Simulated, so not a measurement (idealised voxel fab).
process module | voxel self aligned contacts
cross-section cut | 235 nm wide | cells 5 nm
A cross-section is a grid of square cells, given in bands from the top down. A band is one or more rows of cells.
Each band's line starts with the height of the band's top and of its bottom, in nm. Then come its materials from left to right, each with its width in nm. One material with "throughout" fills the band from edge to edge. "air" is empty space.
Height 0 is the level under which the wafer as received is all one material. The lowest band goes on downwards, as in "0 down".
A width such as "30 to 40" changes by the same amount from each row of cells to the next, from the band's top row to its bottom row.
"no change" after a step means that no cell of the cross-section changed.
closed voids: empty space of 8 cells or more with no open way to the top, each as width x height at its distance from the left edge, in nm
after a step's settings: what the simulator itself notes on the step
overlay nm, on a step with a mask: how far to the right of its planned place the mask lay; to the left if negative
plan
1 op RECEIVE | material Si
2 op CONFORMAL_DEP | material SiO2 | thk nm 5
3 op DIRECTIONAL_DEP | material polySi | thk nm 20
4 op DIRECTIONAL_DEP | material SiN | thk nm 20
5 op DIRECTIONAL_DEP | material aC | thk nm 10
6 op PATTERN | tone cover | mask id GATE | material resist | width nm 35 | pitch nm 75 | thk nm 25 | overlay nm 0
7 op DIRECTIONAL_ETCH | etch materials aC | depth nm 10
8 op STRIP | etch materials resist
9 op DIRECTIONAL_ETCH | etch materials SiN | depth nm 20
10 op DIRECTIONAL_ETCH | etch materials polySi | depth nm 20
11 op STRIP | etch materials aC
12 op CONFORMAL_DEP | material SiN | thk nm 10
13 op DIRECTIONAL_ETCH | etch materials SiN | depth nm 10
14 op FILL_DEP | material SiO2 | thk nm 20
15 op CMP | height nm 55
16 op PATTERN | tone open | mask id CONTACT | material resist | width nm 60 | pitch nm 75 | thk nm 15 | overlay nm 0
17 op DIRECTIONAL_ETCH | etch materials SiO2 | depth nm 55
18 op STRIP | etch materials resist
19 op CONFORMAL_DEP | material TiN | thk nm 5
20 op FILL_DEP | material W | thk nm 5
21 op CMP | height nm 55
22 op CONFORMAL_DEP | material SiN | thk nm 5
as received, after step 1
  0 down: Si throughout
  closed voids: none
a wafer at the end: this start, this plan, one mistake
  60 to 55: SiN throughout
  55 to 45: SiO2 50 | TiN 5 to 15 | W 50 to 10 | TiN 5 to 35 | SiO2 15 | TiN 5 to 15 | W 50 to 10 | TiN 5 to 35 | SiO2 50
  45 to 25: SiO2 5 | SiN 55 | TiN 5 | W 10 | TiN 5 | SiN 55 | TiN 5 | W 10 | TiN 5 | SiN 55 | SiO2 25
  25 to 5: SiO2 5 | SiN 10 | polySi 35 | SiN 10 | TiN 5 | W 10 | TiN 5 | SiN 10 | polySi 35 | SiN 10 | TiN 5 | W 10 | TiN 5 | SiN 10 | polySi 35 | SiN 10 | SiO2 25
  5 to 0: SiO2 60 | TiN 20 | SiO2 55 | TiN 20 | SiO2 80
  0 down: Si throughout
  closed voids: none
what went wrong: step 6 ran as: op PATTERN | tone cover | mask id GATE | material resist | width nm 35 | pitch nm 75 | thk nm 25 | overlay nm -10
